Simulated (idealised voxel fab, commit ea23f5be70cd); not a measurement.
process module | voxel transistor to metal
cross-section cut | 200 nm wide | cells 5 nm
A cross-section is a grid of square cells, given in bands from the top down. A band is one or more rows of cells.
Each band's line starts with the height of the band's top and of its bottom, in nm. Then come its materials from left to right, each with its width in nm. One material with "throughout" fills the band from edge to edge. "air" is empty space.
Height 0 is the level under which the wafer as received is all one material. The lowest band goes on downwards, as in "0 down".
A width such as "30 to 40" changes by the same amount from each row of cells to the next, from the band's top row to its bottom row.
"no change" after a step means that no cell of the cross-section changed.
closed voids: empty space of 8 cells or more with no open way to the top, each as width x height at its distance from the left edge, in nm
after a step's settings: what the simulator itself notes on the step
overlay nm, on a step with a mask: how far to the right of its planned place the mask lay; to the left if negative
plan
1 op RECEIVE | material Si
2 op OXIDIZE | depth nm 5
3 op CONFORMAL_DEP | material SiN | thk nm 10
4 op MASKED_ETCH | tone cover | mask id ACTIVE | width nm 110 | etch materials SiN | depth nm 10 | overlay nm 0
5 op MASKED_ETCH | tone cover | mask id ACTIVE | width nm 110 | etch materials SiO2 | depth nm 5 | overlay nm 0
6 op MASKED_ETCH | tone cover | mask id ACTIVE | width nm 110 | etch materials Si | depth nm 35 | overlay nm 0
7 op OXIDIZE | depth nm 5
8 op FILL_DEP | material SiO2 | thk nm 5
9 op CMP | height nm 10
10 op SELECTIVE_ETCH | etch materials SiO2 | depth nm 10
11 op STRIP | etch materials SiN
12 op SELECTIVE_ETCH | etch materials SiO2 | depth nm 5
13 op OXIDIZE | depth nm 5
14 op DIRECTIONAL_DEP | material polySi | thk nm 25
15 op DIRECTIONAL_DEP | material SiCN | thk nm 15
16 op DIRECTIONAL_DEP | material aC | thk nm 15
17 op PATTERN | tone cover | mask id GATE | material resist | width nm 20 | thk nm 30 | overlay nm 0
18 op DIRECTIONAL_ETCH | etch materials aC | depth nm 15
19 op STRIP | etch materials resist
20 op DIRECTIONAL_ETCH | etch materials SiCN | depth nm 25
21 op DIRECTIONAL_ETCH | etch materials polySi | depth nm 35
22 op STRIP | etch materials aC
23 op CONFORMAL_DEP | material SiO2 | thk nm 5
24 op DIRECTIONAL_ETCH | etch materials SiO2 | depth nm 5
25 op CONFORMAL_DEP | material SiN | thk nm 5
26 op DIRECTIONAL_ETCH | etch materials SiN | depth nm 5
27 op DIRECTIONAL_ETCH | etch materials SiO2 | depth nm 5
28 op DIRECTIONAL_ETCH | etch materials Si | depth nm 10
29 op EPI | material nSi | thk nm 10
30 op FILL_DEP | material SiO2 | thk nm 10
31 op CMP | height nm 35
32 op DIRECTIONAL_DEP | material SiO2 | thk nm 15
33 op DIRECTIONAL_DEP | material aC | thk nm 10
34 op PATTERN | tone open | mask id CONTACT | material resist | width nm 20 | pitch nm 80 | thk nm 25 | overlay nm 0
35 op DIRECTIONAL_ETCH | etch materials aC | depth nm 10
36 op STRIP | etch materials resist
37 op DIRECTIONAL_ETCH | etch materials SiO2 | depth nm 60
38 op STRIP | etch materials aC
39 op CONFORMAL_DEP | material TiN | thk nm 5
40 op FILL_DEP | material W | thk nm 10
41 op CMP | height nm 50
42 op CONFORMAL_DEP | material SiN | thk nm 5
43 op DIRECTIONAL_DEP | material lowk | thk nm 25
44 op MASKED_ETCH | tone open | mask id METAL_1 | width nm 20 | pitch nm 80 | etch materials lowk | depth nm 25 | overlay nm 0
45 op MASKED_ETCH | tone open | mask id METAL_1 | width nm 20 | pitch nm 80 | etch materials SiN | depth nm 5 | overlay nm 0
46 op CONFORMAL_DEP | material TiN | thk nm 5
47 op FILL_DEP | material W | thk nm 10
48 op CMP | height nm 80
49 op EPI | material Ru | thk nm 5
50 op FILL_DEP | material SiCN | thk nm 5
first wafer, as planned
as received, after step 1
  0 down: Si throughout
  closed voids: none
after step 2
  0 to -5: SiO2 throughout
  below -5: unchanged
after step 3
  10 to 0: SiN throughout
  below 0: unchanged
after step 4
  10 to 0: air 45 | SiN 110 | air 45
  below 0: unchanged
after step 5
  10 to 0: air 45 | SiN 110 | air 45
  0 to -5: air 45 | SiO2 110 | air 45
  below -5: unchanged
after step 6
  10 to 0: air 45 | SiN 110 | air 45
  0 to -5: air 45 | SiO2 110 | air 45
  -5 to -40: air 45 | Si 110 | air 45
  below -40: unchanged
after step 7
  10 to 0: air 45 | SiN 110 | air 45
  0 to -5: air 45 | SiO2 110 | air 45
  -5 to -40: air 45 | SiO2 5 | Si 100 | SiO2 5 | air 45
  -40 to -45: SiO2 50 | Si 100 | SiO2 50
  below -45: unchanged
after step 8
  15 to 10: SiO2 throughout
  10 to 0: SiO2 45 | SiN 110 | SiO2 45
  0 to -5: SiO2 throughout
  -5 to -45: SiO2 50 | Si 100 | SiO2 50
  below -45: unchanged
after step 9
  10 to 0: SiO2 45 | SiN 110 | SiO2 45
  below 0: unchanged
after step 10
  10 to 0: air 45 | SiN 110 | air 45
  below 0: unchanged
after step 11
  0 to -5: SiO2 throughout
  below -5: unchanged
after step 12
  -5 to -45: SiO2 50 | Si 100 | SiO2 50
  below -45: unchanged
after step 13
  -5 to -10: SiO2 throughout
  below -10: unchanged
after step 14
  20 to -5: polySi throughout
  below -5: unchanged
after step 15
  35 to 20: SiCN throughout
  below 20: unchanged
after step 16
  50 to 35: aC throughout
  below 35: unchanged
after step 17
  80 to 50: air 90 | resist 20 | air 90
  below 50: unchanged
after step 18
  65 to 50: air 90 | resist 20 | air 90
  50 to 35: air 90 | aC 20 | air 90
  below 35: unchanged
after step 19
  50 to 35: air 90 | aC 20 | air 90
  below 35: unchanged
after step 20
  50 to 35: air 90 | aC 20 | air 90
  35 to 20: air 90 | SiCN 20 | air 90
  below 20: unchanged
after step 21
  50 to 35: air 90 | aC 20 | air 90
  35 to 20: air 90 | SiCN 20 | air 90
  20 to -5: air 90 | polySi 20 | air 90
  below -5: unchanged
after step 22
  35 to 20: air 90 | SiCN 20 | air 90
  below 20: unchanged
after step 23
  40 to 35: air 85 | SiO2 30 | air 85
  35 to 20: air 85 | SiO2 5 | SiCN 20 | SiO2 5 | air 85
  20 to 0: air 85 | SiO2 5 | polySi 20 | SiO2 5 | air 85
  0 to -5: SiO2 90 | polySi 20 | SiO2 90
  below -5: unchanged
after step 24
  35 to 20: air 85 | SiO2 5 | SiCN 20 | SiO2 5 | air 85
  20 to -5: air 85 | SiO2 5 | polySi 20 | SiO2 5 | air 85
  below -5: unchanged
after step 25
  40 to 35: air 80 | SiN 40 | air 80
  35 to 20: air 80 | SiN 5 | SiO2 5 | SiCN 20 | SiO2 5 | SiN 5 | air 80
  20 to 0: air 80 | SiN 5 | SiO2 5 | polySi 20 | SiO2 5 | SiN 5 | air 80
  0 to -5: SiN 85 | SiO2 5 | polySi 20 | SiO2 5 | SiN 85
  below -5: unchanged
after step 26
  35 to 20: air 80 | SiN 5 | SiO2 5 | SiCN 20 | SiO2 5 | SiN 5 | air 80
  20 to -5: air 80 | SiN 5 | SiO2 5 | polySi 20 | SiO2 5 | SiN 5 | air 80
  below -5: unchanged
after step 27
  35 to 30: air 80 | SiN 5 | air 5 | SiCN 20 | air 5 | SiN 5 | air 80
  30 to 20: air 80 | SiN 5 | SiO2 5 | SiCN 20 | SiO2 5 | SiN 5 | air 80
  20 to -5: air 80 | SiN 5 | SiO2 5 | polySi 20 | SiO2 5 | SiN 5 | air 80
  -5 to -10: air 80 | SiO2 40 | air 80
  below -10: unchanged
after step 28
  35 to 30: air 80 | SiN 5 | air 5 | SiCN 20 | air 5 | SiN 5 | air 80
  30 to 20: air 80 | SiN 5 | SiO2 5 | SiCN 20 | SiO2 5 | SiN 5 | air 80
  20 to -5: air 80 | SiN 5 | SiO2 5 | polySi 20 | SiO2 5 | SiN 5 | air 80
  -5 to -10: air 80 | SiO2 40 | air 80
  -10 to -20: SiO2 50 | air 30 | Si 40 | air 30 | SiO2 50
  below -20: unchanged
after step 29
  35 to 30: air 80 | SiN 5 | air 5 | SiCN 20 | air 5 | SiN 5 | air 80
  30 to 20: air 80 | SiN 5 | SiO2 5 | SiCN 20 | SiO2 5 | SiN 5 | air 80
  20 to 0: air 80 | SiN 5 | SiO2 5 | polySi 20 | SiO2 5 | SiN 5 | air 80
  0 to -5: air 70 | nSi 10 | SiN 5 | SiO2 5 | polySi 20 | SiO2 5 | SiN 5 | nSi 10 | air 70
  -5 to -10: air 70 | nSi 10 | SiO2 40 | nSi 10 | air 70
  -10 to -20: SiO2 50 | nSi 30 | Si 40 | nSi 30 | SiO2 50
  below -20: unchanged
after step 30
  45 to 35: SiO2 throughout
  35 to 20: SiO2 80 | SiN 5 | SiO2 5 | SiCN 20 | SiO2 5 | SiN 5 | SiO2 80
  20 to 0: SiO2 80 | SiN 5 | SiO2 5 | polySi 20 | SiO2 5 | SiN 5 | SiO2 80
  0 to -5: SiO2 70 | nSi 10 | SiN 5 | SiO2 5 | polySi 20 | SiO2 5 | SiN 5 | nSi 10 | SiO2 70
  -5 to -10: SiO2 70 | nSi 10 | SiO2 40 | nSi 10 | SiO2 70
  below -10: unchanged
after step 31
  35 to 20: SiO2 80 | SiN 5 | SiO2 5 | SiCN 20 | SiO2 5 | SiN 5 | SiO2 80
  below 20: unchanged
after step 32
  50 to 35: SiO2 throughout
  below 35: unchanged
after step 33
  60 to 50: aC throughout
  below 50: unchanged
after step 34
  85 to 60: resist 50 | air 20 | resist 60 | air 20 | resist 50
  below 60: unchanged
after step 35
  75 to 60: resist 50 | air 20 | resist 60 | air 20 | resist 50
  60 to 50: aC 50 | air 20 | aC 60 | air 20 | aC 50
  below 50: unchanged
after step 36
  60 to 50: aC 50 | air 20 | aC 60 | air 20 | aC 50
  below 50: unchanged
after step 37
  60 to 50: aC 50 | air 20 | aC 60 | air 20 | aC 50
  50 to 35: SiO2 50 | air 20 | SiO2 60 | air 20 | SiO2 50
  35 to 20: SiO2 50 | air 20 | SiO2 10 | SiN 5 | SiO2 5 | SiCN 20 | SiO2 5 | SiN 5 | SiO2 10 | air 20 | SiO2 50
  20 to 0: SiO2 50 | air 20 | SiO2 10 | SiN 5 | SiO2 5 | polySi 20 | SiO2 5 | SiN 5 | SiO2 10 | air 20 | SiO2 50
  0 to -5: SiO2 50 | air 20 | nSi 10 | SiN 5 | SiO2 5 | polySi 20 | SiO2 5 | SiN 5 | nSi 10 | air 20 | SiO2 50
  -5 to -10: SiO2 50 | air 20 | nSi 10 | SiO2 40 | nSi 10 | air 20 | SiO2 50
  below -10: unchanged
after step 38
  50 to 35: SiO2 50 | air 20 | SiO2 60 | air 20 | SiO2 50
  below 35: unchanged
after step 39
  55 to 50: TiN 55 | air 10 | TiN 70 | air 10 | TiN 55
  50 to 35: SiO2 50 | TiN 5 | air 10 | TiN 5 | SiO2 60 | TiN 5 | air 10 | TiN 5 | SiO2 50
  35 to 20: SiO2 50 | TiN 5 | air 10 | TiN 5 | SiO2 10 | SiN 5 | SiO2 5 | SiCN 20 | SiO2 5 | SiN 5 | SiO2 10 | TiN 5 | air 10 | TiN 5 | SiO2 50
  20 to 0: SiO2 50 | TiN 5 | air 10 | TiN 5 | SiO2 10 | SiN 5 | SiO2 5 | polySi 20 | SiO2 5 | SiN 5 | SiO2 10 | TiN 5 | air 10 | TiN 5 | SiO2 50
  0 to -5: SiO2 50 | TiN 5 | air 10 | TiN 5 | nSi 10 | SiN 5 | SiO2 5 | polySi 20 | SiO2 5 | SiN 5 | nSi 10 | TiN 5 | air 10 | TiN 5 | SiO2 50
  -5 to -10: SiO2 50 | TiN 20 | nSi 10 | SiO2 40 | nSi 10 | TiN 20 | SiO2 50
  below -10: unchanged
after step 40
  65 to 55: W throughout
  55 to 50: TiN 55 | W 10 | TiN 70 | W 10 | TiN 55
  50 to 35: SiO2 50 | TiN 5 | W 10 | TiN 5 | SiO2 60 | TiN 5 | W 10 | TiN 5 | SiO2 50
  35 to 20: SiO2 50 | TiN 5 | W 10 | TiN 5 | SiO2 10 | SiN 5 | SiO2 5 | SiCN 20 | SiO2 5 | SiN 5 | SiO2 10 | TiN 5 | W 10 | TiN 5 | SiO2 50
  20 to 0: SiO2 50 | TiN 5 | W 10 | TiN 5 | SiO2 10 | SiN 5 | SiO2 5 | polySi 20 | SiO2 5 | SiN 5 | SiO2 10 | TiN 5 | W 10 | TiN 5 | SiO2 50
  0 to -5: SiO2 50 | TiN 5 | W 10 | TiN 5 | nSi 10 | SiN 5 | SiO2 5 | polySi 20 | SiO2 5 | SiN 5 | nSi 10 | TiN 5 | W 10 | TiN 5 | SiO2 50
  below -5: unchanged
after step 41
  50 to 35: SiO2 50 | TiN 5 | W 10 | TiN 5 | SiO2 60 | TiN 5 | W 10 | TiN 5 | SiO2 50
  below 35: unchanged
after step 42
  55 to 50: SiN throughout
  below 50: unchanged
after step 43
  80 to 55: lowk throughout
  below 55: unchanged
after step 44
  80 to 55: lowk 50 | air 20 | lowk 60 | air 20 | lowk 50
  below 55: unchanged
after step 45
  80 to 55: lowk 50 | air 20 | lowk 60 | air 20 | lowk 50
  55 to 50: SiN 50 | air 20 | SiN 60 | air 20 | SiN 50
  below 50: unchanged
after step 46
  85 to 80: TiN 55 | air 10 | TiN 70 | air 10 | TiN 55
  80 to 55: lowk 50 | TiN 5 | air 10 | TiN 5 | lowk 60 | TiN 5 | air 10 | TiN 5 | lowk 50
  55 to 50: SiN 50 | TiN 20 | SiN 60 | TiN 20 | SiN 50
  below 50: unchanged
after step 47
  95 to 85: W throughout
  85 to 80: TiN 55 | W 10 | TiN 70 | W 10 | TiN 55
  80 to 55: lowk 50 | TiN 5 | W 10 | TiN 5 | lowk 60 | TiN 5 | W 10 | TiN 5 | lowk 50
  below 55: unchanged
after step 48
  80 to 55: lowk 50 | TiN 5 | W 10 | TiN 5 | lowk 60 | TiN 5 | W 10 | TiN 5 | lowk 50
  below 55: unchanged
after step 49
  85 to 80: air 45 | Ru 30 | air 50 | Ru 30 | air 45
  below 80: unchanged
after step 50
  90 to 85: SiCN throughout
  85 to 80: SiCN 45 | Ru 30 | SiCN 50 | Ru 30 | SiCN 45
  below 80: unchanged
second wafer: like start, like plan, one mistake. Through step 41 it matches the first wafer
when step 42 should have ended
  75 to 50: lowk throughout
  below 50: unchanged
when step 43 should have ended
  80 to 75: SiN throughout
  below 75: unchanged
when step 44 should have ended: no change
when step 45 should have ended
  80 to 75: SiN 50 | air 20 | SiN 60 | air 20 | SiN 50
  below 75: unchanged
when step 46 should have ended
  85 to 80: TiN 55 | air 10 | TiN 70 | air 10 | TiN 55
  80 to 75: SiN 50 | TiN 20 | SiN 60 | TiN 20 | SiN 50
  below 75: unchanged
when step 47 should have ended
  95 to 85: W throughout
  85 to 80: TiN 55 | W 10 | TiN 70 | W 10 | TiN 55
  below 80: unchanged
when step 48 should have ended
  80 to 75: SiN 50 | TiN 20 | SiN 60 | TiN 20 | SiN 50
  below 75: unchanged
when step 49 should have ended
  85 to 80: air 45 | Ru 30 | air 50 | Ru 30 | air 45
  below 80: unchanged
when step 50 should have ended
  90 to 85: SiCN throughout
  85 to 80: SiCN 45 | Ru 30 | SiCN 50 | Ru 30 | SiCN 45
  below 80: unchanged
what went wrong: steps 42 and 43 were swapped
at the end the second wafer has, in cells: 20 fewer of TiN | 20 fewer of W | 40 more of lowk
